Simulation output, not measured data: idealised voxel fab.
Proc. module: voxel transistor to metal
Section shown: cut. Width: 210 nm. Cell size: 5 nm, square.
This document writes a cross-section as a grid whose cells are square, and gives it as bands, listed from the top down; one or more rows of cells form a band.
For a band, the entry starts with two heights in nm, that of the top and then that of the bottom, and carries on with the band's materials in order from left to right, each alongside its width in nm; the word "throughout" beside a single material means it fills the band edge to edge, and "blank" means empty space.
Height 0 is the level under which the wafer as received is all one material. The lowest band goes on downwards, as in "0 down".
Width "30..40": first value at the band's top row of cells, second value at its bottom row, equal change from row to row.
"nothing altered" means the step left every cell of the cross-section as it was.
Entry "Voids lacking openings". Content: empty spaces with no open connection to the top, size 8 cells or greater. Each: width x height at distance. Distance: from left edge. Unit: nm.
What comes after the settings on a step's line is commentary from the simulator itself on that step.
overlay nm: where the mask lay relative to plan, measured to the right, on steps with a mask; negatives go left.
Reading key. Pairs: pre-step and post-step cross-section, one process step apart; post-step view only to lowest changed band. Step between + settings: beneath pair. Runs: pairs may be from different runs of this module, same starting wafer. Continuation from pair above: only where "State on entry" entry says.

STATE ON ENTRY
    20 to 0  85 nm SiO2 / 35 nm polySi / 90 nm SiO2
    0 to -5  35 nm SiO2 / 45 nm pSi / 45 nm SiO2 / 45 nm pSi / 40 nm SiO2
    -5 to -30  40 nm SiO2 / 125 nm Si / 45 nm SiO2
    -30 down  Si throughout
    Voids lacking openings: none

STEP OUTCOME
    20 to 0  85 nm SiO2 / 35 nm blank / 90 nm SiO2
    Below 0, the layers are the same as they were.
    Voids lacking openings: none
The step that takes the structure from the upper cross-section to the lower one is STRIP: etch materials polySi

State on entry: as in the pair right above, post-step view.

STEP OUTCOME
    15 to 0  80 nm SiO2 / 45 nm blank / 85 nm SiO2
    0 to -5  35 nm SiO2 / 45 nm pSi / 45 nm blank / 45 nm pSi / 40 nm SiO2
    Below -5, the layers are the same as they were.
    Voids lacking openings: none
The step that takes the structure from the upper cross-section to the lower one is SELECTIVE_ETCH: etch materials SiO2, depth nm 5

State on entry: as in the pair right above, post-step view.

STEP OUTCOME
    20 to 15  85 nm HfO2 / 35 nm blank / 90 nm HfO2
    15 to 0  80 nm SiO2 / 5 nm HfO2 / 35 nm blank / 5 nm HfO2 / 85 nm SiO2
    0 to -5  35 nm SiO2 / 45 nm pSi / 45 nm HfO2 / 45 nm pSi / 40 nm SiO2
    Below -5, the layers are the same as they were.
    Voids lacking openings: none
The step that takes the structure from the upper cross-section to the lower one is CONFORMAL_DEP: material HfO2, thk nm 5

State on entry: as in the pair right above, post-step view.

STEP OUTCOME
    25 to 20  90 nm TiN / 25 nm blank / 95 nm TiN
    20 to 15  85 nm HfO2 / 5 nm TiN / 25 nm blank / 5 nm TiN / 90 nm HfO2
    15 to 5  80 nm SiO2 / 5 nm HfO2 / 5 nm TiN / 25 nm blank / 5 nm TiN / 5 nm HfO2 / 85 nm SiO2
    5 to 0  80 nm SiO2 / 5 nm HfO2 / 35 nm TiN / 5 nm HfO2 / 85 nm SiO2
    Below 0, the layers are the same as they were.
    Voids lacking openings: none
The step that takes the structure from the upper cross-section to the lower one is CONFORMAL_DEP: material TiN, thk nm 5

State on entry: as in the pair right above, post-step view.

STEP OUTCOME
    35 to 25  W throughout
    25 to 20  90 nm TiN / 25 nm W / 95 nm TiN
    20 to 15  85 nm HfO2 / 5 nm TiN / 25 nm W / 5 nm TiN / 90 nm HfO2
    15 to 5  80 nm SiO2 / 5 nm HfO2 / 5 nm TiN / 25 nm W / 5 nm TiN / 5 nm HfO2 / 85 nm SiO2
    Below 5, the layers are the same as they were.
    Voids lacking openings: none
The step that takes the structure from the upper cross-section to the lower one is FILL_DEP: material W, thk nm 10

State on entry: as in the pair right above, post-step view.

STEP OUTCOME
    15 to 5  80 nm SiO2 / 5 nm HfO2 / 5 nm TiN / 25 nm W / 5 nm TiN / 5 nm HfO2 / 85 nm SiO2
    Below 5, the layers are the same as they were.
    Voids lacking openings: none
The step that takes the structure from the upper cross-section to the lower one is CMP: height nm 15

State on entry: as in the pair right above, post-step view.

STEP OUTCOME
    30 to 15  SiO2 throughout
    Below 15, the layers are the same as they were.
    Voids lacking openings: none
The step that takes the structure from the upper cross-section to the lower one is DIRECTIONAL_DEP: material SiO2, thk nm 15

State on entry: as in the pair right above, post-step view.

STEP OUTCOME
    30 to 15  45 nm SiO2 / 20 nm blank / 75 nm SiO2 / 20 nm blank / 50 nm SiO2
    15 to 5  45 nm SiO2 / 20 nm blank / 15 nm SiO2 / 5 nm HfO2 / 5 nm TiN / 25 nm W / 5 nm TiN / 5 nm HfO2 / 15 nm SiO2 / 20 nm blank / 50 nm SiO2
    5 to 0  45 nm SiO2 / 20 nm blank / 15 nm SiO2 / 5 nm HfO2 / 35 nm TiN / 5 nm HfO2 / 15 nm SiO2 / 20 nm blank / 50 nm SiO2
    Below 0, the layers are the same as they were.
    Voids lacking openings: none
The step that takes the structure from the upper cross-section to the lower one is MASKED_ETCH: tone open, mask id CONTACT, width nm 20, pitch nm 95, etch materials SiO2, depth nm 30, overlay nm 0

State on entry: as in the pair right above, post-step view.

STEP OUTCOME
    35 to 30  50 nm TiN / 10 nm blank / 85 nm TiN / 10 nm blank / 55 nm TiN
    30 to 15  45 nm SiO2 / 5 nm TiN / 10 nm blank / 5 nm TiN / 75 nm SiO2 / 5 nm TiN / 10 nm blank / 5 nm TiN / 50 nm SiO2
    15 to 5  45 nm SiO2 / 5 nm TiN / 10 nm blank / 5 nm TiN / 15 nm SiO2 / 5 nm HfO2 / 5 nm TiN / 25 nm W / 5 nm TiN / 5 nm HfO2 / 15 nm SiO2 / 5 nm TiN / 10 nm blank / 5 nm TiN / 50 nm SiO2
    5 to 0  45 nm SiO2 / 20 nm TiN / 15 nm SiO2 / 5 nm HfO2 / 35 nm TiN / 5 nm HfO2 / 15 nm SiO2 / 20 nm TiN / 50 nm SiO2
    Below 0, the layers are the same as they were.
    Voids lacking openings: none
The step that takes the structure from the upper cross-section to the lower one is CONFORMAL_DEP: material TiN, thk nm 5

State on entry: as in the pair right above, post-step view.

STEP OUTCOME
    45 to 35  W throughout
    35 to 30  50 nm TiN / 10 nm W / 85 nm TiN / 10 nm W / 55 nm TiN
    30 to 15  45 nm SiO2 / 5 nm TiN / 10 nm W / 5 nm TiN / 75 nm SiO2 / 5 nm TiN / 10 nm W / 5 nm TiN / 50 nm SiO2
    15 to 5  45 nm SiO2 / 5 nm TiN / 10 nm W / 5 nm TiN / 15 nm SiO2 / 5 nm HfO2 / 5 nm TiN / 25 nm W / 5 nm TiN / 5 nm HfO2 / 15 nm SiO2 / 5 nm TiN / 10 nm W / 5 nm TiN / 50 nm SiO2
    Below 5, the layers are the same as they were.
    Voids lacking openings: none
The step that takes the structure from the upper cross-section to the lower one is FILL_DEP: material W, thk nm 10

State on entry: as in the pair right above, post-step view.

STEP OUTCOME
    30 to 15  45 nm SiO2 / 5 nm TiN / 10 nm W / 5 nm TiN / 75 nm SiO2 / 5 nm TiN / 10 nm W / 5 nm TiN / 50 nm SiO2
    Below 15, the layers are the same as they were.
    Voids lacking openings: none
The step that takes the structure from the upper cross-section to the lower one is CMP: height nm 30

State on entry: as in the pair right above, post-step view.

STEP OUTCOME
    35 to 30  SiN throughout
    Below 30, the layers are the same as they were.
    Voids lacking openings: none
The step that takes the structure from the upper cross-section to the lower one is CONFORMAL_DEP: material SiN, thk nm 5

State on entry: as in the pair right above, post-step view.

STEP OUTCOME
    50 to 35  SiO2 throughout
    Below 35, the layers are the same as they were.
    Voids lacking openings: none
The step that takes the structure from the upper cross-section to the lower one is DIRECTIONAL_DEP: material SiO2, thk nm 15

State on entry: as in the pair right above, post-step view.

STEP OUTCOME
    70 to 50  45 nm resist / 20 nm blank / 75 nm resist / 20 nm blank / 50 nm resist
    Below 50, the layers are the same as they were.
    Voids lacking openings: none
The step that takes the structure from the upper cross-section to the lower one is PATTERN: tone open, mask id METAL_1, material resist, width nm 20, pitch nm 95, thk nm 20, overlay nm 0

State on entry: as in the pair right above, post-step view.

STEP OUTCOME
    70 to 50  45 nm resist / 20 nm blank / 75 nm resist / 20 nm blank / 50 nm resist
    50 to 35  45 nm SiO2 / 20 nm blank / 75 nm SiO2 / 20 nm blank / 50 nm SiO2
    Below 35, the layers are the same as they were.
    Voids lacking openings: none
The step that takes the structure from the upper cross-section to the lower one is DIRECTIONAL_ETCH: etch materials SiO2, depth nm 15

State on entry: as in the pair right above, post-step view.

STEP OUTCOME
    70 to 50  45 nm resist / 20 nm blank / 75 nm resist / 20 nm blank / 50 nm resist
    50 to 35  45 nm SiO2 / 20 nm blank / 75 nm SiO2 / 20 nm blank / 50 nm SiO2
    35 to 30  45 nm SiN / 20 nm blank / 75 nm SiN / 20 nm blank / 50 nm SiN
    Below 30, the layers are the same as they were.
    Voids lacking openings: none
The step that takes the structure from the upper cross-section to the lower one is DIRECTIONAL_ETCH: etch materials SiN, depth nm 5

State on entry: as in the pair right above, post-step view.

STEP OUTCOME
    50 to 35  45 nm SiO2 / 20 nm blank / 75 nm SiO2 / 20 nm blank / 50 nm SiO2
    Below 35, the layers are the same as they were.
    Voids lacking openings: none
The step that takes the structure from the upper cross-section to the lower one is STRIP: etch materials resist

State on entry: as in the pair right above, post-step view.

STEP OUTCOME
    55 to 50  50 nm TiN / 10 nm blank / 85 nm TiN / 10 nm blank / 55 nm TiN
    50 to 35  45 nm SiO2 / 5 nm TiN / 10 nm blank / 5 nm TiN / 75 nm SiO2 / 5 nm TiN / 10 nm blank / 5 nm TiN / 50 nm SiO2
    35 to 30  45 nm SiN / 20 nm TiN / 75 nm SiN / 20 nm TiN / 50 nm SiN
    Below 30, the layers are the same as they were.
    Voids lacking openings: none
The step that takes the structure from the upper cross-section to the lower one is CONFORMAL_DEP: material TiN, thk nm 5

State on entry: as in the pair right above, post-step view.

STEP OUTCOME
    65 to 55  Cu throughout
    55 to 50  50 nm TiN / 10 nm Cu / 85 nm TiN / 10 nm Cu / 55 nm TiN
    50 to 35  45 nm SiO2 / 5 nm TiN / 10 nm Cu / 5 nm TiN / 75 nm SiO2 / 5 nm TiN / 10 nm Cu / 5 nm TiN / 50 nm SiO2
    Below 35, the layers are the same as they were.
    Voids lacking openings: none
The step that takes the structure from the upper cross-section to the lower one is FILL_DEP: material Cu, thk nm 10

State on entry: as in the pair right above, post-step view.

STEP OUTCOME
    50 to 35  45 nm SiO2 / 5 nm TiN / 10 nm Cu / 5 nm TiN / 75 nm SiO2 / 5 nm TiN / 10 nm Cu / 5 nm TiN / 50 nm SiO2
    Below 35, the layers are the same as they were.
    Voids lacking openings: none
The step that takes the structure from the upper cross-section to the lower one is CMP: height nm 50

State on entry: as in the pair right above, post-step view.

STEP OUTCOME
    55 to 50  40 nm blank / 30 nm Ru / 65 nm blank / 30 nm Ru / 45 nm blank
    Below 50, the layers are the same as they were.
    Voids lacking openings: none
The step that takes the structure from the upper cross-section to the lower one is EPI: material Ru, thk nm 5

State on entry: as in the pair right above, post-step view.

STEP OUTCOME
    60 to 55  SiCN throughout
    55 to 50  40 nm SiCN / 30 nm Ru / 65 nm SiCN / 30 nm Ru / 45 nm SiCN
    Below 50, the layers are the same as they were.
    Voids lacking openings: none
The step that takes the structure from the upper cross-section to the lower one is FILL_DEP: material SiCN, thk nm 5

STATE ON ENTRY
    25 to 15  35 nm blank / 135 nm aC / 40 nm blank
    15 to 5  35 nm blank / 135 nm SiN / 40 nm blank
    5 to 0  35 nm blank / 135 nm SiO2 / 40 nm blank
    0 to -25  35 nm blank / 135 nm Si / 40 nm blank
    -25 down  Si throughout
    Voids lacking openings: none

STEP OUTCOME
    25 to 15  35 nm blank / 135 nm aC / 40 nm blank
    15 to 5  35 nm blank / 135 nm SiN / 40 nm blank
    5 to 0  35 nm blank / 135 nm SiO2 / 40 nm blank
    0 to -50  35 nm blank / 135 nm Si / 40 nm blank
    Below -50, the layers are the same as they were.
    Voids lacking openings: none
The step that takes the structure from the upper cross-section to the lower one is DIRECTIONAL_ETCH: etch materials Si, depth nm 25

State on entry: as in the pair right above, post-step view.

STEP OUTCOME
    15 to 5  35 nm blank / 135 nm SiN / 40 nm blank
    Below 5, the layers are the same as they were.
    Voids lacking openings: none
The step that takes the structure from the upper cross-section to the lower one is STRIP: etch materials aC

State on entry: as in the pair right above, post-step view.

STEP OUTCOME
    15 to 5  35 nm blank / 135 nm SiN / 40 nm blank
    5 to 0  35 nm blank / 135 nm SiO2 / 40 nm blank
    0 to -50  35 nm blank / 5 nm SiO2 / 125 nm Si / 5 nm SiO2 / 40 nm blank
    -50 to -55  40 nm SiO2 / 125 nm Si / 45 nm SiO2
    Below -55, the layers are the same as they were.
    Voids lacking openings: none
The step that takes the structure from the upper cross-section to the lower one is OXIDIZE: depth nm 5

State on entry: as in the pair right above, post-step view.

STEP OUTCOME
    30 to 15  SiO2 throughout
    15 to 5  35 nm SiO2 / 135 nm SiN / 40 nm SiO2
    5 to 0  SiO2 throughout
    0 to -55  40 nm SiO2 / 125 nm Si / 45 nm SiO2
    Below -55, the layers are the same as they were.
    Voids lacking openings: none
The step that takes the structure from the upper cross-section to the lower one is FILL_DEP: material SiO2, thk nm 15

State on entry: as in the pair right above, post-step view.

STEP OUTCOME
    15 to 5  35 nm SiO2 / 135 nm SiN / 40 nm SiO2
    Below 5, the layers are the same as they were.
    Voids lacking openings: none
The step that takes the structure from the upper cross-section to the lower one is CMP: height nm 15

State on entry: as in the pair right above, post-step view.

STEP OUTCOME
    15 to 10  35 nm blank / 135 nm SiN / 40 nm blank
    Below 10, the layers are the same as they were.
    Voids lacking openings: none
The step that takes the structure from the upper cross-section to the lower one is SELECTIVE_ETCH: etch materials SiO2, depth nm 5

State on entry: as in the pair right above, post-step view.

STEP OUTCOME
    10 to 5  35 nm SiO2 / 135 nm blank / 40 nm SiO2
    Below 5, the layers are the same as they were.
    Voids lacking openings: none
The step that takes the structure from the upper cross-section to the lower one is STRIP: etch materials SiN

State on entry: as in the pair right above, post-step view.

STEP OUTCOME
    5 to 0  30 nm SiO2 / 145 nm blank / 35 nm SiO2
    Below 0, the layers are the same as they were.
    Voids lacking openings: none
The step that takes the structure from the upper cross-section to the lower one is SELECTIVE_ETCH: etch materials SiO2, depth nm 5

State on entry: as in the pair right above, post-step view.

STEP OUTCOME
    5 to 0  30 nm SiO2 / 145 nm blank / 35 nm SiO2
    0 to -5  SiO2 throughout
    Below -5, the layers are the same as they were.
    Voids lacking openings: none
The step that takes the structure from the upper cross-section to the lower one is OXIDIZE: depth nm 5

State on entry: as in the pair right above, post-step view.

STEP OUTCOME
    25 to 20  30 nm polySi / 145 nm blank / 35 nm polySi
    20 to 5  polySi throughout
    5 to 0  30 nm SiO2 / 145 nm polySi / 35 nm SiO2
    Below 0, the layers are the same as they were.
    Voids lacking openings: none
The step that takes the structure from the upper cross-section to the lower one is DIRECTIONAL_DEP: material polySi, thk nm 20

State on entry: as in the pair right above, post-step view.

STEP OUTCOME
    40 to 35  30 nm SiCN / 145 nm blank / 35 nm SiCN
    35 to 25  SiCN throughout
    25 to 20  30 nm polySi / 145 nm SiCN / 35 nm polySi
    Below 20, the layers are the same as they were.
    Voids lacking openings: none
The step that takes the structure from the upper cross-section to the lower one is DIRECTIONAL_DEP: material SiCN, thk nm 15

State on entry: as in the pair right above, post-step view.

STEP OUTCOME
    50 to 45  30 nm aC / 145 nm blank / 35 nm aC
    45 to 40  aC throughout
    40 to 35  30 nm SiCN / 145 nm aC / 35 nm SiCN
    Below 35, the layers are the same as they were.
    Voids lacking openings: none
The step that takes the structure from the upper cross-section to the lower one is DIRECTIONAL_DEP: material aC, thk nm 10

State on entry: as in the pair right above, post-step view.

STEP OUTCOME
    75 to 50  85 nm blank / 35 nm resist / 90 nm blank
    50 to 45  30 nm aC / 55 nm blank / 35 nm resist / 55 nm blank / 35 nm aC
    Below 45, the layers are the same as they were.
    Voids lacking openings: none
The step that takes the structure from the upper cross-section to the lower one is PATTERN: tone cover, mask id GATE, material resist, width nm 35, thk nm 25, overlay nm 0

State on entry: as in the pair right above, post-step view.

STEP OUTCOME
    65 to 45  85 nm blank / 35 nm resist / 90 nm blank
    45 to 40  85 nm blank / 35 nm aC / 90 nm blank
    40 to 35  30 nm SiCN / 55 nm blank / 35 nm aC / 55 nm blank / 35 nm SiCN
    Below 35, the layers are the same as they were.
    Voids lacking openings: none
The step that takes the structure from the upper cross-section to the lower one is DIRECTIONAL_ETCH: etch materials aC, depth nm 10

State on entry: as in the pair right above, post-step view.

STEP OUTCOME
    45 to 40  85 nm blank / 35 nm aC / 90 nm blank
    Below 40, the layers are the same as they were.
    Voids lacking openings: none
The step that takes the structure from the upper cross-section to the lower one is STRIP: etch materials resist

State on entry: as in the pair right above, post-step view.

STEP OUTCOME
    45 to 35  85 nm blank / 35 nm aC / 90 nm blank
    35 to 25  85 nm blank / 35 nm SiCN / 90 nm blank
    25 to 20  30 nm polySi / 55 nm blank / 35 nm SiCN / 55 nm blank / 35 nm polySi
    Below 20, the layers are the same as they were.
    Voids lacking openings: none
The step that takes the structure from the upper cross-section to the lower one is DIRECTIONAL_ETCH: etch materials SiCN, depth nm 25

State on entry: as in the pair right above, post-step view.

STEP OUTCOME
    45 to 35  85 nm blank / 35 nm aC / 90 nm blank
    35 to 20  85 nm blank / 35 nm SiCN / 90 nm blank
    20 to 5  85 nm blank / 35 nm polySi / 90 nm blank
    5 to 0  30 nm SiO2 / 55 nm blank / 35 nm polySi / 55 nm blank / 35 nm SiO2
    Below 0, the layers are the same as they were.
    Voids lacking openings: none
The step that takes the structure from the upper cross-section to the lower one is DIRECTIONAL_ETCH: etch materials polySi, depth nm 30

State on entry: as in the pair right above, post-step view.

STEP OUTCOME
    35 to 20  85 nm blank / 35 nm SiCN / 90 nm blank
    Below 20, the layers are the same as they were.
    Voids lacking openings: none
The step that takes the structure from the upper cross-section to the lower one is STRIP: etch materials aC

State on entry: as in the pair right above, post-step view.

STEP OUTCOME
    40 to 35  80 nm blank / 45 nm SiO2 / 85 nm blank
    35 to 20  80 nm blank / 5 nm SiO2 / 35 nm SiCN / 5 nm SiO2 / 85 nm blank
    20 to 10  80 nm blank / 5 nm SiO2 / 35 nm polySi / 5 nm SiO2 / 85 nm blank
    10 to 5  35 nm SiO2 / 45 nm blank / 5 nm SiO2 / 35 nm polySi / 5 nm SiO2 / 45 nm blank / 40 nm SiO2
    5 to 0  85 nm SiO2 / 35 nm polySi / 90 nm SiO2
    Below 0, the layers are the same as they were.
    Voids lacking openings: none
The step that takes the structure from the upper cross-section to the lower one is CONFORMAL_DEP: material SiO2, thk nm 5

State on entry: as in the pair right above, post-step view.

STEP OUTCOME
    35 to 20  80 nm blank / 5 nm SiO2 / 35 nm SiCN / 5 nm SiO2 / 85 nm blank
    20 to 5  80 nm blank / 5 nm SiO2 / 35 nm polySi / 5 nm SiO2 / 85 nm blank
    5 to 0  35 nm SiO2 / 45 nm blank / 5 nm SiO2 / 35 nm polySi / 5 nm SiO2 / 45 nm blank / 40 nm SiO2
    Below 0, the layers are the same as they were.
    Voids lacking openings: none
The step that takes the structure from the upper cross-section to the lower one is DIRECTIONAL_ETCH: etch materials SiO2, depth nm 5

State on entry: as in the pair right above, post-step view.

STEP OUTCOME
    40 to 35  75 nm blank / 55 nm SiN / 80 nm blank
    35 to 20  75 nm blank / 5 nm SiN / 5 nm SiO2 / 35 nm SiCN / 5 nm SiO2 / 5 nm SiN / 80 nm blank
    20 to 10  75 nm blank / 5 nm SiN / 5 nm SiO2 / 35 nm polySi / 5 nm SiO2 / 5 nm SiN / 80 nm blank
    10 to 5  40 nm SiN / 35 nm blank / 5 nm SiN / 5 nm SiO2 / 35 nm polySi / 5 nm SiO2 / 5 nm SiN / 35 nm blank / 45 nm SiN
    5 to 0  35 nm SiO2 / 45 nm SiN / 5 nm SiO2 / 35 nm polySi / 5 nm SiO2 / 45 nm SiN / 40 nm SiO2
    Below 0, the layers are the same as they were.
    Voids lacking openings: none
The step that takes the structure from the upper cross-section to the lower one is CONFORMAL_DEP: material SiN, thk nm 5

State on entry: as in the pair right above, post-step view.

STEP OUTCOME
    35 to 20  75 nm blank / 5 nm SiN / 5 nm SiO2 / 35 nm SiCN / 5 nm SiO2 / 5 nm SiN / 80 nm blank
    20 to 5  75 nm blank / 5 nm SiN / 5 nm SiO2 / 35 nm polySi / 5 nm SiO2 / 5 nm SiN / 80 nm blank
    5 to 0  35 nm SiO2 / 5 nm SiN / 35 nm blank / 5 nm SiN / 5 nm SiO2 / 35 nm polySi / 5 nm SiO2 / 5 nm SiN / 35 nm blank / 5 nm SiN / 40 nm SiO2
    Below 0, the layers are the same as they were.
    Voids lacking openings: none
The step that takes the structure from the upper cross-section to the lower one is DIRECTIONAL_ETCH: etch materials SiN, depth nm 5

State on entry: as in the pair right above, post-step view.

STEP OUTCOME
    35 to 30  75 nm blank / 5 nm SiN / 5 nm blank / 35 nm SiCN / 5 nm blank / 5 nm SiN / 80 nm blank
    30 to 20  75 nm blank / 5 nm SiN / 5 nm SiO2 / 35 nm SiCN / 5 nm SiO2 / 5 nm SiN / 80 nm blank
    20 to 5  75 nm blank / 5 nm SiN / 5 nm SiO2 / 35 nm polySi / 5 nm SiO2 / 5 nm SiN / 80 nm blank
    5 to 0  35 nm blank / 5 nm SiN / 35 nm blank / 5 nm SiN / 5 nm SiO2 / 35 nm polySi / 5 nm SiO2 / 5 nm SiN / 35 nm blank / 5 nm SiN / 40 nm blank
    0 to -5  40 nm SiO2 / 35 nm blank / 55 nm SiO2 / 35 nm blank / 45 nm SiO2
    Below -5, the layers are the same as they were.
    Voids lacking openings: none
The step that takes the structure from the upper cross-section to the lower one is DIRECTIONAL_ETCH: etch materials SiO2, depth nm 5

State on entry: as in the pair right above, post-step view.

STEP OUTCOME
    35 to 30  75 nm blank / 5 nm SiN / 5 nm blank / 35 nm SiCN / 5 nm blank / 5 nm SiN / 80 nm blank
    30 to 20  75 nm blank / 5 nm SiN / 5 nm SiO2 / 35 nm SiCN / 5 nm SiO2 / 5 nm SiN / 80 nm blank
    20 to 5  75 nm blank / 5 nm SiN / 5 nm SiO2 / 35 nm polySi / 5 nm SiO2 / 5 nm SiN / 80 nm blank
    5 to 0  35 nm blank / 5 nm SiN / 35 nm blank / 5 nm SiN / 5 nm SiO2 / 35 nm polySi / 5 nm SiO2 / 5 nm SiN / 35 nm blank / 5 nm SiN / 40 nm blank
    0 to -5  40 nm SiO2 / 35 nm pSi / 55 nm SiO2 / 35 nm pSi / 45 nm SiO2
    Below -5, the layers are the same as they were.
    Voids lacking openings: none
The step that takes the structure from the upper cross-section to the lower one is EPI: material pSi, thk nm 5

State on entry: as in the pair right above, post-step view.

STEP OUTCOME
    45 to 35  SiO2 throughout
    35 to 20  75 nm SiO2 / 5 nm SiN / 5 nm SiO2 / 35 nm SiCN / 5 nm SiO2 / 5 nm SiN / 80 nm SiO2
    20 to 5  75 nm SiO2 / 5 nm SiN / 5 nm SiO2 / 35 nm polySi / 5 nm SiO2 / 5 nm SiN / 80 nm SiO2
    5 to 0  35 nm SiO2 / 5 nm SiN / 35 nm SiO2 / 5 nm SiN / 5 nm SiO2 / 35 nm polySi / 5 nm SiO2 / 5 nm SiN / 35 nm SiO2 / 5 nm SiN / 40 nm SiO2
    Below 0, the layers are the same as they were.
    Voids lacking openings: none
The step that takes the structure from the upper cross-section to the lower one is FILL_DEP: material SiO2, thk nm 10

State on entry: as in the pair right above, post-step view.

STEP OUTCOME
    20 to 5  75 nm SiO2 / 5 nm SiN / 5 nm SiO2 / 35 nm polySi / 5 nm SiO2 / 5 nm SiN / 80 nm SiO2
    Below 5, the layers are the same as they were.
    Voids lacking openings: none
The step that takes the structure from the upper cross-section to the lower one is CMP: height nm 20

State on entry: as in the pair right above, post-step view.

STEP OUTCOME
    20 to 5  75 nm SiO2 / 5 nm SiN / 5 nm SiO2 / 35 nm blank / 5 nm SiO2 / 5 nm SiN / 80 nm SiO2
    5 to 0  35 nm SiO2 / 5 nm SiN / 35 nm SiO2 / 5 nm SiN / 5 nm SiO2 / 35 nm blank / 5 nm SiO2 / 5 nm SiN / 35 nm SiO2 / 5 nm SiN / 40 nm SiO2
    Below 0, the layers are the same as they were.
    Voids lacking openings: none
The step that takes the structure from the upper cross-section to the lower one is STRIP: etch materials polySi

State on entry: as in the pair right above, post-step view.

STEP OUTCOME
    20 to 15  75 nm blank / 5 nm SiN / 45 nm blank / 5 nm SiN / 80 nm blank
    15 to 5  75 nm SiO2 / 5 nm SiN / 45 nm blank / 5 nm SiN / 80 nm SiO2
    5 to 0  35 nm SiO2 / 5 nm SiN / 35 nm SiO2 / 5 nm SiN / 45 nm blank / 5 nm SiN / 35 nm SiO2 / 5 nm SiN / 40 nm SiO2
    0 to -5  40 nm SiO2 / 35 nm pSi / 5 nm SiO2 / 45 nm blank / 5 nm SiO2 / 35 nm pSi / 45 nm SiO2
    Below -5, the layers are the same as they were.
    Voids lacking openings: none
The step that takes the structure from the upper cross-section to the lower one is SELECTIVE_ETCH: etch materials SiO2, depth nm 5

State on entry: as in the pair right above, post-step view.

STEP OUTCOME
    25 to 20  70 nm blank / 15 nm HfO2 / 35 nm blank / 15 nm HfO2 / 75 nm blank
    20 to 15  75 nm HfO2 / 5 nm SiN / 5 nm HfO2 / 35 nm blank / 5 nm HfO2 / 5 nm SiN / 80 nm HfO2
    15 to 5  75 nm SiO2 / 5 nm SiN / 5 nm HfO2 / 35 nm blank / 5 nm HfO2 / 5 nm SiN / 80 nm SiO2
    5 to 0  35 nm SiO2 / 5 nm SiN / 35 nm SiO2 / 5 nm SiN / 5 nm HfO2 / 35 nm blank / 5 nm HfO2 / 5 nm SiN / 35 nm SiO2 / 5 nm SiN / 40 nm SiO2
    0 to -5  40 nm SiO2 / 35 nm pSi / 5 nm SiO2 / 45 nm HfO2 / 5 nm SiO2 / 35 nm pSi / 45 nm SiO2
    Below -5, the layers are the same as they were.
    Voids lacking openings: none
The step that takes the structure from the upper cross-section to the lower one is CONFORMAL_DEP: material HfO2, thk nm 5

State on entry: as in the pair right above, post-step view.

STEP OUTCOME
    30 to 25  65 nm blank / 25 nm TiN / 25 nm blank / 25 nm TiN / 70 nm blank
    25 to 20  70 nm TiN / 15 nm HfO2 / 5 nm TiN / 25 nm blank / 5 nm TiN / 15 nm HfO2 / 75 nm TiN
    20 to 15  75 nm HfO2 / 5 nm SiN / 5 nm HfO2 / 5 nm TiN / 25 nm blank / 5 nm TiN / 5 nm HfO2 / 5 nm SiN / 80 nm HfO2
    15 to 5  75 nm SiO2 / 5 nm SiN / 5 nm HfO2 / 5 nm TiN / 25 nm blank / 5 nm TiN / 5 nm HfO2 / 5 nm SiN / 80 nm SiO2
    5 to 0  35 nm SiO2 / 5 nm SiN / 35 nm SiO2 / 5 nm SiN / 5 nm HfO2 / 35 nm TiN / 5 nm HfO2 / 5 nm SiN / 35 nm SiO2 / 5 nm SiN / 40 nm SiO2
    Below 0, the layers are the same as they were.
    Voids lacking openings: none
The step that takes the structure from the upper cross-section to the lower one is CONFORMAL_DEP: material TiN, thk nm 5

State on entry: as in the pair right above, post-step view.

STEP OUTCOME
    40 to 30  W throughout
    30 to 25  65 nm W / 25 nm TiN / 25 nm W / 25 nm TiN / 70 nm W
    25 to 20  70 nm TiN / 15 nm HfO2 / 5 nm TiN / 25 nm W / 5 nm TiN / 15 nm HfO2 / 75 nm TiN
    20 to 15  75 nm HfO2 / 5 nm SiN / 5 nm HfO2 / 5 nm TiN / 25 nm W / 5 nm TiN / 5 nm HfO2 / 5 nm SiN / 80 nm HfO2
    15 to 5  75 nm SiO2 / 5 nm SiN / 5 nm HfO2 / 5 nm TiN / 25 nm W / 5 nm TiN / 5 nm HfO2 / 5 nm SiN / 80 nm SiO2
    Below 5, the layers are the same as they were.
    Voids lacking openings: none
The step that takes the structure from the upper cross-section to the lower one is FILL_DEP: material W, thk nm 10

State on entry: as in the pair right above, post-step view.

STEP OUTCOME
    15 to 5  75 nm SiO2 / 5 nm SiN / 5 nm HfO2 / 5 nm TiN / 25 nm W / 5 nm TiN / 5 nm HfO2 / 5 nm SiN / 80 nm SiO2
    Below 5, the layers are the same as they were.
    Voids lacking openings: none
The step that takes the structure from the upper cross-section to the lower one is CMP: height nm 15

State on entry: as in the pair right above, post-step view.

STEP OUTCOME
    30 to 15  SiO2 throughout
    Below 15, the layers are the same as they were.
    Voids lacking openings: none
The step that takes the structure from the upper cross-section to the lower one is DIRECTIONAL_DEP: material SiO2, thk nm 15

State on entry: as in the pair right above, post-step view.

STEP OUTCOME
    30 to 15  45 nm SiO2 / 20 nm blank / 75 nm SiO2 / 20 nm blank / 50 nm SiO2
    15 to 5  45 nm SiO2 / 20 nm blank / 10 nm SiO2 / 5 nm SiN / 5 nm HfO2 / 5 nm TiN / 25 nm W / 5 nm TiN / 5 nm HfO2 / 5 nm SiN / 10 nm SiO2 / 20 nm blank / 50 nm SiO2
    5 to 0  35 nm SiO2 / 5 nm SiN / 5 nm SiO2 / 20 nm blank / 10 nm SiO2 / 5 nm SiN / 5 nm HfO2 / 35 nm TiN / 5 nm HfO2 / 5 nm SiN / 10 nm SiO2 / 20 nm blank / 5 nm SiO2 / 5 nm SiN / 40 nm SiO2
    Below 0, the layers are the same as they were.
    Voids lacking openings: none
The step that takes the structure from the upper cross-section to the lower one is MASKED_ETCH: tone open, mask id CONTACT, width nm 20, pitch nm 95, etch materials SiO2, depth nm 30, overlay nm 0
